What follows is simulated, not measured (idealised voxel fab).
process module | voxel self aligned contacts
cross-section cut | 260 nm wide | cells 5 nm
A cross-section is a grid of square cells, given in bands from the top down. A band is one or more rows of cells.
Each band's line starts with the height of the band's top and of its bottom, in nm. Then come its materials from left to right, each with its width in nm. One material with "throughout" fills the band from edge to edge. "air" is empty space.
Height 0 is the level under which the wafer as received is all one material. The lowest band goes on downwards, as in "0 down".
A width such as "30 to 40" changes by the same amount from each row of cells to the next, from the band's top row to its bottom row.
"no change" after a step means that no cell of the cross-section changed.
closed voids: empty space of 8 cells or more with no open way to the top, each as width x height at its distance from the left edge, in nm
after a step's settings: what the simulator itself notes on the step
overlay nm, on a step with a mask: how far to the right of its planned place the mask lay; to the left if negative
plan
1 op RECEIVE | material Si
2 op CONFORMAL_DEP | material SiO2 | thk nm 5
3 op DIRECTIONAL_DEP | material polySi | thk nm 30
4 op DIRECTIONAL_DEP | material SiN | thk nm 20
5 op DIRECTIONAL_DEP | material aC | thk nm 15
6 op PATTERN | tone cover | mask id GATE | material resist | width nm 25 | pitch nm 55 | thk nm 35 | overlay nm 0
7 op DIRECTIONAL_ETCH | etch materials aC | depth nm 15
8 op STRIP | etch materials resist
9 op DIRECTIONAL_ETCH | etch materials SiN | depth nm 20
10 op DIRECTIONAL_ETCH | etch materials polySi | depth nm 30
11 op STRIP | etch materials aC
12 op CONFORMAL_DEP | material SiN | thk nm 5
13 op DIRECTIONAL_ETCH | etch materials SiN | depth nm 5
14 op FILL_DEP | material SiO2 | thk nm 20
15 op CMP | height nm 65
16 op DIRECTIONAL_DEP | material aC | thk nm 10
17 op PATTERN | tone open | mask id CONTACT | material resist | width nm 40 | thk nm 25 | overlay nm 0
18 op DIRECTIONAL_ETCH | etch materials aC | depth nm 10
19 op STRIP | etch materials resist
20 op DIRECTIONAL_ETCH | etch materials SiO2 | depth nm 65
21 op STRIP | etch materials aC
22 op CONFORMAL_DEP | material TiN | thk nm 5
23 op FILL_DEP | material W | thk nm 5
24 op CMP | height nm 65
25 op CONFORMAL_DEP | material SiCN | thk nm 5
as received, after step 1
  0 down: Si throughout
  closed voids: none
a wafer at the end: this start, this plan, one mistake
  70 to 65: SiCN throughout
  65 to 60: SiO2 110 | TiN 5 | W 30 | TiN 5 | SiO2 110
  60 to 55: SiO2 110 | TiN 40 | SiO2 110
  55 to 35: SiN 95 | SiO2 15 | SiN 40 | SiO2 15 | SiN 95
  35 to 5: polySi 90 | SiN 5 | SiO2 15 | SiN 5 | polySi 30 | SiN 5 | SiO2 15 | SiN 5 | polySi 90
  5 to 0: SiO2 throughout
  0 down: Si throughout
  closed voids: none
what went wrong: step 6 ran as: op PATTERN | tone open | mask id GATE | material resist | width nm 25 | pitch nm 55 | thk nm 35 | overlay nm 0
